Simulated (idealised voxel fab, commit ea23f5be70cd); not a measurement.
Process module, titled voxel released beams
In the cross-section labelled cut, the width is 265 nm and each square cell is 5 nm.
Just so we're on the same page, the cross-sections are grids of square cells, and they're listed out in bands top to bottom, each band one or more rows deep. Top height, bottom height, nm. Materials left to right, width each, nm. Single material + "edge to edge" = fills band edge to edge. "empty" = empty. Height is counted from the level 0, under which the received wafer is composed throughout of one material. The lowest of the bands is not closed at the bottom but continues downward, in the notation "0 down". With a width like "30..40", each row of cells in the band differs from the next by the same amount, the top row carrying the first number and the bottom row the second. For the purposes of this document, the phrase "nothing altered" attached to a step denotes that no cell within the cross-section was modified by that step. In the "Sealed voids" entry, you get each enclosed empty space of 8 cells or more, one with no open way to the top, written width x height at distance, distance from the left edge, in nm. What comes after the settings on a step's line is commentary from the simulator itself on that step. overlay nm: mask right of planned place by this much (step with mask). Neg. = left. Guide to the pairs. Each holds a before and an after cross-section around one process step; the after cross-section is cut off at the lowest band that changed. Look under the pair for the step between them and its settings. Pairs can come from different runs of this module on the same starting wafer, so a pair follows on from the one above it only where its entry headed "Structure before processing" says it does.

Structure before processing:
    50 to 40 | 80 nm empty  95 nm aC  90 nm empty
    40 to 25 | W edge to edge
    25 to 0 | SiN edge to edge
    0 down | Si edge to edge
    Sealed voids: none

Cross-Section Thereafter:
    50 to 40 | 80 nm empty  95 nm aC  90 nm empty
    40 to 25 | 80 nm empty  95 nm W  90 nm empty
    For the remainder of the cross-section, below 25, there is no change.
    Sealed voids: none
Step, before to after (see cross-sections above): op DIRECTIONAL_ETCH | etch materials W | depth nm 15

Structure before processing: the pre-step structure is the one depicted after the step in the pair just above.

Cross-Section Thereafter:
    40 to 25 | 80 nm empty  95 nm W  90 nm empty
    For the remainder of the cross-section, below 25, there is no change.
    Sealed voids: none
Step, before to after (see cross-sections above): op STRIP | etch materials aC

Structure before processing:
    40 to 25 | aC edge to edge
    25 to 5 | SiO2 edge to edge
    5 to 0 | SiN edge to edge
    0 down | Si edge to edge
    Sealed voids: none

Cross-Section Thereafter:
    75 to 40 | 85 nm empty  45 nm resist  135 nm empty
    For the remainder of the cross-section, below 40, there is no change.
    Sealed voids: none
Step, before to after (see cross-sections above): op PATTERN | tone cover | mask id ANCHOR | material resist | width nm 45 | thk nm 35 | overlay nm 0

Structure before processing: the pre-step structure is the one depicted after the step in the pair just above.

Cross-Section Thereafter:
    60 to 40 | 85 nm empty  45 nm resist  135 nm empty
    40 to 25 | 85 nm empty  45 nm aC  135 nm empty
    For the remainder of the cross-section, below 25, there is no change.
    Sealed voids: none
Step, before to after (see cross-sections above): op DIRECTIONAL_ETCH | etch materials aC | depth nm 15

Structure before processing: the pre-step structure is the one depicted after the step in the pair just above.

Cross-Section Thereafter:
    40 to 25 | 85 nm empty  45 nm aC  135 nm empty
    For the remainder of the cross-section, below 25, there is no change.
    Sealed voids: none
Step, before to after (see cross-sections above): op STRIP | etch materials resist

Structure before processing: the pre-step structure is the one depicted after the step in the pair just above.

Cross-Section Thereafter:
    40 to 25 | 85 nm empty  45 nm aC  135 nm empty
    25 to 5 | 85 nm empty  45 nm SiO2  135 nm empty
    For the remainder of the cross-section, below 5, there is no change.
    Sealed voids: none
Step, before to after (see cross-sections above): op DIRECTIONAL_ETCH | etch materials SiO2 | depth nm 20

Structure before processing: the pre-step structure is the one depicted after the step in the pair just above.

Cross-Section Thereafter:
    25 to 5 | 85 nm empty  45 nm SiO2  135 nm empty
    For the remainder of the cross-section, below 5, there is no change.
    Sealed voids: none
Step, before to after (see cross-sections above): op STRIP | etch materials aC

Structure before processing: the pre-step structure is the one depicted after the step in the pair just above.

Cross-Section Thereafter:
    40 to 25 | 70 nm empty  75 nm W  120 nm empty
    25 to 20 | 70 nm empty  15 nm W  45 nm SiO2  15 nm W  120 nm empty
    20 to 5 | 85 nm W  45 nm SiO2  135 nm W
    For the remainder of the cross-section, below 5, there is no change.
    Sealed voids: none
Step, before to after (see cross-sections above): op CONFORMAL_DEP | material W | thk nm 15

Structure before processing: the pre-step structure is the one depicted after the step in the pair just above.

Cross-Section Thereafter:
    50 to 40 | 70 nm empty  75 nm aC  120 nm empty
    40 to 30 | 70 nm empty  75 nm W  120 nm empty
    30 to 25 | 70 nm aC  75 nm W  120 nm aC
    25 to 20 | 70 nm aC  15 nm W  45 nm SiO2  15 nm W  120 nm aC
    For the remainder of the cross-section, below 20, there is no change.
    Sealed voids: none
Step, before to after (see cross-sections above): op DIRECTIONAL_DEP | material aC | thk nm 10

Structure before processing: the pre-step structure is the one depicted after the step in the pair just above.

Cross-Section Thereafter:
    80 to 50 | 80 nm empty  95 nm resist  90 nm empty
    50 to 40 | 70 nm empty  75 nm aC  30 nm resist  90 nm empty
    40 to 30 | 70 nm empty  75 nm W  30 nm resist  90 nm empty
    For the remainder of the cross-section, below 30, there is no change.
    Sealed voids: none
Step, before to after (see cross-sections above): op PATTERN | tone cover | mask id BEAM | material resist | width nm 95 | thk nm 30 | overlay nm 0

Structure before processing: the pre-step structure is the one depicted after the step in the pair just above.

Cross-Section Thereafter:
    70 to 50 | 80 nm empty  95 nm resist  90 nm empty
    50 to 40 | 80 nm empty  65 nm aC  30 nm resist  90 nm empty
    40 to 30 | 70 nm empty  75 nm W  30 nm resist  90 nm empty
    30 to 25 | 70 nm empty  75 nm W  30 nm aC  90 nm empty
    25 to 20 | 70 nm empty  15 nm W  45 nm SiO2  15 nm W  30 nm aC  90 nm empty
    For the remainder of the cross-section, below 20, there is no change.
    Sealed voids: none
Step, before to after (see cross-sections above): op DIRECTIONAL_ETCH | etch materials aC | depth nm 10

Structure before processing: the pre-step structure is the one depicted after the step in the pair just above.

Cross-Section Thereafter:
    50 to 40 | 80 nm empty  65 nm aC  120 nm empty
    40 to 30 | 70 nm empty  75 nm W  120 nm empty
    For the remainder of the cross-section, below 30, there is no change.
    Sealed voids: none
Step, before to after (see cross-sections above): op STRIP | etch materials resist

Structure before processing: the pre-step structure is the one depicted after the step in the pair just above.

Cross-Section Thereafter:
    50 to 40 | 80 nm empty  65 nm aC  120 nm empty
    40 to 30 | 80 nm empty  65 nm W  120 nm empty
    30 to 25 | 80 nm empty  65 nm W  30 nm aC  90 nm empty
    25 to 20 | 70 nm empty  15 nm W  45 nm SiO2  15 nm W  30 nm aC  90 nm empty
    20 to 5 | 70 nm empty  15 nm W  45 nm SiO2  45 nm W  90 nm empty
    For the remainder of the cross-section, below 5, there is no change.
    Sealed voids: none
Step, before to after (see cross-sections above): op DIRECTIONAL_ETCH | etch materials W | depth nm 15

Structure before processing: the pre-step structure is the one depicted after the step in the pair just above.

Cross-Section Thereafter:
    40 to 25 | 80 nm empty  65 nm W  120 nm empty
    25 to 20 | 70 nm empty  15 nm W  45 nm SiO2  15 nm W  120 nm empty
    For the remainder of the cross-section, below 20, there is no change.
    Sealed voids: none
Step, before to after (see cross-sections above): op STRIP | etch materials aC
